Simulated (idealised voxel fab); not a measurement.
process module | voxel capacitor over wiring
cross-section cut | 175 nm wide | cells 5 nm
A cross-section is a grid of square cells, given in bands from the top down. A band is one or more rows of cells.
Each band's line starts with the height of the band's top and of its bottom, in nm. Then come its materials from left to right, each with its width in nm. One material with "throughout" fills the band from edge to edge. "air" is empty space.
Height 0 is the level under which the wafer as received is all one material. The lowest band goes on downwards, as in "0 down".
A width such as "30 to 40" changes by the same amount from each row of cells to the next, from the band's top row to its bottom row.
"no change" after a step means that no cell of the cross-section changed.
closed voids: empty space of 8 cells or more with no open way to the top, each as width x height at its distance from the left edge, in nm
after a step's settings: what the simulator itself notes on the step
overlay nm, on a step with a mask: how far to the right of its planned place the mask lay; to the left if negative
plan
1 op RECEIVE | material Si
2 op CONFORMAL_DEP | material SiO2 | thk nm 10
3 op DIRECTIONAL_DEP | material TiN | thk nm 5
4 op DIRECTIONAL_DEP | material W | thk nm 15
5 op PATTERN | tone cover | mask id METAL_1 | material resist | width nm 25 | pitch nm 75 | thk nm 20 | overlay nm 0
6 op DIRECTIONAL_ETCH | etch materials W | depth nm 15
7 op DIRECTIONAL_ETCH | etch materials TiN | depth nm 5
8 op STRIP | etch materials resist
9 op CONFORMAL_DEP | material SiCN | thk nm 5
10 op FILL_DEP | material lowk | thk nm 5
11 op CMP | height nm 30
12 op CONFORMAL_DEP | material SiCN | thk nm 5
13 op DIRECTIONAL_DEP | material lowk | thk nm 10
14 op DIRECTIONAL_DEP | material aC | thk nm 15
15 op PATTERN | tone open | mask id PLUG_1 | material resist | width nm 15 | thk nm 35 | overlay nm 0
16 op DIRECTIONAL_ETCH | etch materials aC | depth nm 15
17 op STRIP | etch materials resist
18 op DIRECTIONAL_ETCH | etch materials lowk | depth nm 10
19 op DIRECTIONAL_ETCH | etch materials SiCN | depth nm 5
20 op STRIP | etch materials aC
21 op EPI | material Ru | thk nm 10
22 op EPI | material Ru | thk nm 5
23 op DIRECTIONAL_DEP | material TiN | thk nm 5
24 op DIRECTIONAL_DEP | material Al2O3 | thk nm 5
25 op DIRECTIONAL_DEP | material TiN | thk nm 5
26 op MASKED_ETCH | tone cover | mask id UPPER_PLATE | width nm 55 | etch materials TiN | depth nm 5 | overlay nm 0
27 op MASKED_ETCH | tone cover | mask id UPPER_PLATE | width nm 55 | etch materials Al2O3 | depth nm 5 | overlay nm 0
28 op PATTERN | tone cover | mask id LOWER_PLATE | material resist | width nm 65 | thk nm 20 | overlay nm 0
29 op DIRECTIONAL_ETCH | etch materials TiN | depth nm 5
30 op STRIP | etch materials resist
31 op FILL_DEP | material SiO2 | thk nm 20
32 op CMP | height nm 75
33 op PATTERN | tone open | mask id PLUG_2 | material resist | width nm 15 | thk nm 20 | overlay nm 0
34 op DIRECTIONAL_ETCH | etch materials SiO2 | depth nm 15
35 op STRIP | etch materials resist
36 op CONFORMAL_DEP | material TiN | thk nm 5
37 op FILL_DEP | material W | thk nm 5
38 op CMP | height nm 75
39 op CONFORMAL_DEP | material SiCN | thk nm 5
as received, after step 1
  0 down: Si throughout
  closed voids: none
first wafer at the end, as planned
  80 to 75: SiCN throughout
  75 to 65: SiO2 55 | TiN 5 | W 5 | TiN 5 | SiO2 105
  65 to 55: SiO2 55 to 45 | TiN 15 to 55 | SiO2 105 to 75
  55 to 50: SiO2 45 | Al2O3 55 | SiO2 75
  50 to 45: SiO2 40 | TiN 65 | SiO2 70
  45 to 35: lowk 45 | Ru 15 | lowk 115
  35 to 30: SiCN 45 | Ru 15 | SiCN 115
  30 to 15: lowk 30 | SiCN 5 | W 25 | SiCN 5 | lowk 40 | SiCN 5 | W 25 | SiCN 5 | lowk 35
  15 to 10: SiCN 35 | TiN 25 | SiCN 50 | TiN 25 | SiCN 40
  10 to 0: SiO2 throughout
  0 down: Si throughout
  closed voids: none
second wafer at the end: like start, like plan, one mistake
  80 to 75: SiCN throughout
  75 to 65: SiO2 55 | TiN 5 | W 10 | TiN 5 | SiO2 100
  65 to 55: SiO2 55 to 45 | TiN 20 to 55 | SiO2 100 to 75
  55 to 50: SiO2 45 | Al2O3 55 | SiO2 75
  50 to 45: SiO2 40 | TiN 65 | SiO2 70
  45 to 35: lowk 45 | Ru 15 | lowk 115
  35 to 30: SiCN 45 | Ru 15 | SiCN 115
  30 to 15: lowk 30 | SiCN 5 | W 25 | SiCN 5 | lowk 40 | SiCN 5 | W 25 | SiCN 5 | lowk 35
  15 to 10: SiCN 35 | TiN 25 | SiCN 50 | TiN 25 | SiCN 40
  10 to 0: SiO2 throughout
  0 down: Si throughout
  closed voids: none
what went wrong: step 33 ran as: op PATTERN | tone open | mask id PLUG_2 | material resist | width nm 20 | thk nm 20 | overlay nm 0
at the end the second wafer has, in cells: 3 fewer of SiO2 | 1 more of TiN | 2 more of W
